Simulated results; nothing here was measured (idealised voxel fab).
The process module that follows is named voxel self aligned contacts.
It is cross-section cut that appears here, measuring 240 nm in width, its square cells being 5 nm in size.
Throughout this document, each cross-section is represented as a grid of square cells and is presented as a sequence of bands enumerated from the top downward, where a band comprises one or more rows of cells. Read a band's entry like this: the first values are the height of its top and the height of its bottom in nm, and what follows is the sequence of materials from left to right, each with its width in nm. Note that "blank" is empty space, and that a single material marked "all across" reaches across the band from edge to edge. Basically, 0 is our baseline, since under it the wafer straight out of the box is all one material. The bottom band has no lower end and keeps on going down, so it looks like "0 -> down". Think of "30 to 40" as a width that walks from the first number to the second as you go down the band, top row to bottom row, taking equal-sized steps from row to row. When a step is marked "all unchanged", none of the cells in the cross-section changed during that step. "Closed void entries": sealed empty spaces, 8 cells or more, no open way to top, listed width x height at distance, with distance from the left edge and width, height and distance in nm. What comes after the settings on a step's line is commentary from the simulator itself on that step. Steps that use a mask can have "overlay nm" on their line. It says how far the mask sat to the right of where it was meant to be. Negative means to the left.
### Intended process steps
1. RECEIVE: material Si
2. OXIDIZE: depth nm 5
3. DIRECTIONAL_DEP: material polySi, thk nm 20
4. DIRECTIONAL_DEP: material SiN, thk nm 20
5. DIRECTIONAL_DEP: material aC, thk nm 10
6. PATTERN: tone cover, mask id GATE, material resist, width nm 35, pitch nm 75, thk nm 25, overlay nm 0
7. DIRECTIONAL_ETCH: etch materials aC, depth nm 10
8. STRIP: etch materials resist
9. DIRECTIONAL_ETCH: etch materials SiN, depth nm 20
10. DIRECTIONAL_ETCH: etch materials polySi, depth nm 20
11. STRIP: etch materials aC
12. CONFORMAL_DEP: material SiN, thk nm 10
13. DIRECTIONAL_ETCH: etch materials SiN, depth nm 10
14. FILL_DEP: material SiO2, thk nm 10
15. CMP: height nm 45
16. MASKED_ETCH: tone open, mask id CONTACT, width nm 60, etch materials SiO2, depth nm 50, overlay nm 0
17. CONFORMAL_DEP: material TiN, thk nm 5
18. FILL_DEP: material Ru, thk nm 5
19. CMP: height nm 45
20. CONFORMAL_DEP: material SiCN, thk nm 5
### So this is the incoming wafer in cross-section - it's already been through step 1
  0 -> down | Si all across
  Closed void entries: none
### Final cross-section, module run with one mistake (start and plan as above)
  50 -> 45 | SiCN all across
  45 -> 40 | 90 nm SiO2  25 nm TiN  10 nm Ru  25 nm TiN  90 nm SiO2
  40 -> 20 | 55 nm SiO2  55 nm SiN  5 nm TiN  10 nm Ru  5 nm TiN  55 nm SiN  55 nm SiO2
  20 -> 5 | 55 nm SiO2  10 nm SiN  35 nm polySi  10 nm SiN  5 nm TiN  10 nm Ru  5 nm TiN  10 nm SiN  35 nm polySi  10 nm SiN  55 nm SiO2
  5 -> 0 | 55 nm SiO2  10 nm SiN  35 nm polySi  10 nm SiN  20 nm TiN  10 nm SiN  35 nm polySi  10 nm SiN  55 nm SiO2
  0 -> down | Si all across
  Closed void entries: none
Plan not followed: step 2 of the plan was excluded from execution and never run
